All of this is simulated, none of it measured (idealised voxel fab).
The process module presented herein is designated voxel transistor to metal.
Square cell edge 5 nm, section width 150 nm, ID cut.
Each cross-section below is a grid of square cells, stated as bands in top-down order, with one or more rows of cells making up each band. Top height, bottom height, nm. Materials left to right, width each, nm. Single material + "all across" = fills band edge to edge. "empty" = empty. Heights are measured from 0, the level below which the as-received wafer is all one material; the lowest band has no bottom and continues downward, written as in "0 and below". When a width is written as two numbers, as in "30..40", the first number is the width in the top row of cells of the band and the second is the width in its bottom row, and the width changes by the same amount from each row to the next. Reading "identical to before" for a step: not a cell of the cross-section changed in it. The entry "Unvented internal voids" lists the empty spaces that cover at least 8 cells and have no open path to the top. Each is written as width x height at distance, where the distance is measured from the left edge and all three values are in nm. On a step's line, text after the settings is the simulator commenting on that step. When a step includes a mask, the "overlay nm" setting on its line states how far to the right of its planned place that mask lay, and negative values state how far to the left.
Process steps (planned):
1: RECEIVE,material Si
2: OXIDIZE,depth nm 5
3: CONFORMAL_DEP,material SiN,thk nm 15
4: MASKED_ETCH,tone cover,mask id ACTIVE,width nm 105,etch materials SiN,depth nm 15,overlay nm 0
5: MASKED_ETCH,tone cover,mask id ACTIVE,width nm 105,etch materials SiO2,depth nm 5,overlay nm 0
6: MASKED_ETCH,tone cover,mask id ACTIVE,width nm 105,etch materials Si,depth nm 35,overlay nm 0
7: OXIDIZE,depth nm 5
8: FILL_DEP,material SiO2,thk nm 5
9: CMP,height nm 15
10: SELECTIVE_ETCH,etch materials SiO2,depth nm 10
11: STRIP,etch materials SiN
12: SELECTIVE_ETCH,etch materials SiO2,depth nm 5
13: OXIDIZE,depth nm 5
14: DIRECTIONAL_DEP,material polySi,thk nm 20
15: DIRECTIONAL_DEP,material SiCN,thk nm 10
16: MASKED_ETCH,tone cover,mask id GATE,width nm 25,etch materials SiCN,depth nm 20,overlay nm 0
17: MASKED_ETCH,tone cover,mask id GATE,width nm 25,etch materials polySi,depth nm 30,overlay nm 0
18: CONFORMAL_DEP,material SiN,thk nm 10
19: DIRECTIONAL_ETCH,etch materials SiN,depth nm 10
20: DIRECTIONAL_ETCH,etch materials SiO2,depth nm 5
21: DIRECTIONAL_ETCH,etch materials Si,depth nm 15
22: EPI,material nSi,thk nm 15
23: FILL_DEP,material SiO2,thk nm 10
24: CMP,height nm 25
25: DIRECTIONAL_DEP,material SiO2,thk nm 15
26: PATTERN,tone open,mask id CONTACT,material resist,width nm 15,pitch nm 80,thk nm 15,overlay nm 0
27: DIRECTIONAL_ETCH,etch materials SiO2,depth nm 50
28: STRIP,etch materials resist
29: CONFORMAL_DEP,material TiN,thk nm 5
30: FILL_DEP,material W,thk nm 10
31: CMP,height nm 40
32: CONFORMAL_DEP,material SiN,thk nm 5
33: DIRECTIONAL_DEP,material lowk,thk nm 25
34: DIRECTIONAL_DEP,material aC,thk nm 10
35: PATTERN,tone open,mask id METAL_1,material resist,width nm 15,pitch nm 80,thk nm 25,overlay nm 0
36: DIRECTIONAL_ETCH,etch materials aC,depth nm 10
37: STRIP,etch materials resist
38: DIRECTIONAL_ETCH,etch materials lowk,depth nm 25
39: DIRECTIONAL_ETCH,etch materials SiN,depth nm 5
40: STRIP,etch materials aC
41: CONFORMAL_DEP,material TiN,thk nm 5
42: FILL_DEP,material Cu,thk nm 5
43: CMP,height nm 70
44: CONFORMAL_DEP,material SiN,thk nm 5
Wafers differ in width nm at step 26; plan lists the first wafer's value; identical starting state.
This is how the first of several wafers looked in cross-section when it arrived, which is after step 1:
    0 and below = Si all across
    Unvented internal voids: none
Wafer cross-section (first of several) - module end, post step 44 (last step):
    75 down to 70 = SiN all across
    70 down to 45 = lowk (25); TiN (5); Cu (5); TiN (5); lowk (65); TiN (5); Cu (5); TiN (5); lowk (30)
    45 down to 40 = SiN (25); TiN (15); SiN (65); TiN (15); SiN (30)
    40 down to 25 = SiO2 (25); TiN (5); W (5); TiN (5); SiO2 (65); TiN (5); W (5); TiN (5); SiO2 (30)
    25 down to 15 = SiO2 (25); TiN (5); W (5); TiN (5); SiO2 (10); SiN (10); SiCN (25); SiN (10); SiO2 (10); TiN (5); W (5); TiN (5); SiO2 (30)
    15 down to 10 = SiO2 (25); TiN (5); W (5); TiN (5); SiO2 (10); SiN (10); polySi (25); SiN (10); SiO2 (10); TiN (5); W (5); TiN (5); SiO2 (30)
    10 down to 5 = SiO2 (25); TiN (15); SiO2 (10); SiN (10); polySi (25); SiN (10); SiO2 (10); TiN (15); SiO2 (30)
    5 down to 0 = SiO2 (25); TiN (10); nSi (15); SiN (10); polySi (25); SiN (10); nSi (15); TiN (10); SiO2 (30)
    0 down to -5 = SiO2 (15); SiN (10); TiN (10); nSi (15); SiN (10); polySi (25); SiN (10); nSi (15); TiN (10); SiN (10); SiO2 (20)
    -5 down to -10 = SiO2 (25); TiN (10); nSi (15); SiO2 (45); nSi (15); TiN (10); SiO2 (30)
    -10 down to -25 = SiO2 (25); nSi (25); Si (45); nSi (25); SiO2 (30)
    -25 down to -45 = SiO2 (25); Si (95); SiO2 (30)
    -45 and below = Si all across
    Unvented internal voids: none
The module's end: a cross-section of the last wafer:
    75 down to 70 = SiN all across
    70 down to 45 = lowk (25); TiN (5); Cu (5); TiN (5); lowk (65); TiN (5); Cu (5); TiN (5); lowk (30)
    45 down to 40 = SiN (25); TiN (15); SiN (65); TiN (15); SiN (30)
    40 down to 25 = SiO2 (20); TiN (5); W (20); TiN (5); SiO2 (50); TiN (5); W (20); TiN (5); SiO2 (20)
    25 down to 15 = SiO2 (20); TiN (5); W (20); TiN (5); SiN (10); SiCN (25); SiN (10); SiO2 (5); TiN (5); W (20); TiN (5); SiO2 (20)
    15 down to 5 = SiO2 (20); TiN (5); W (20..5); TiN (5..20); SiN (10); polySi (25); SiN (10); SiO2 (5); TiN (5..15); W (20..10); TiN (5); SiO2 (20)
    5 down to 0 = SiO2 (20); TiN (15); nSi (15); SiN (10); polySi (25); SiN (10); nSi (15); TiN (20); SiO2 (20)
    0 down to -5 = SiO2 (15); SiN (10); TiN (10); nSi (15); SiN (10); polySi (25); SiN (10); nSi (15); TiN (10); SiN (10); SiO2 (20)
    -5 down to -10 = SiO2 (25); TiN (10); nSi (15); SiO2 (45); nSi (15); TiN (10); SiO2 (30)
    -10 down to -25 = SiO2 (25); nSi (25); Si (45); nSi (25); SiO2 (30)
    -25 down to -45 = SiO2 (25); Si (95); SiO2 (30)
    -45 and below = Si all across
    Unvented internal voids: none
Take any row and you have a wafer at the end of the module: how many cells of each material it has gained (+) or lost (-) since it was received, and then its closed voids:
width nm 15; +10 Cu; -167 Si; +10 SiCN; +82 SiN; +247 SiO2; +68 TiN; +12 W; +120 lowk; +48 nSi; +20 polySi; Unvented internal voids: none
width nm 20; +10 Cu; -167 Si; +10 SiCN; +82 SiN; +232 SiO2; +70 TiN; +25 W; +120 lowk; +48 nSi; +20 polySi; Unvented internal voids: none
width nm 25; +10 Cu; -167 Si; +10 SiCN; +82 SiN; +217 SiO2; +72 TiN; +38 W; +120 lowk; +48 nSi; +20 polySi; Unvented internal voids: none
width nm 30; +10 Cu; -167 Si; +10 SiCN; +82 SiN; +202 SiO2; +74 TiN; +51 W; +120 lowk; +48 nSi; +20 polySi; Unvented internal voids: none
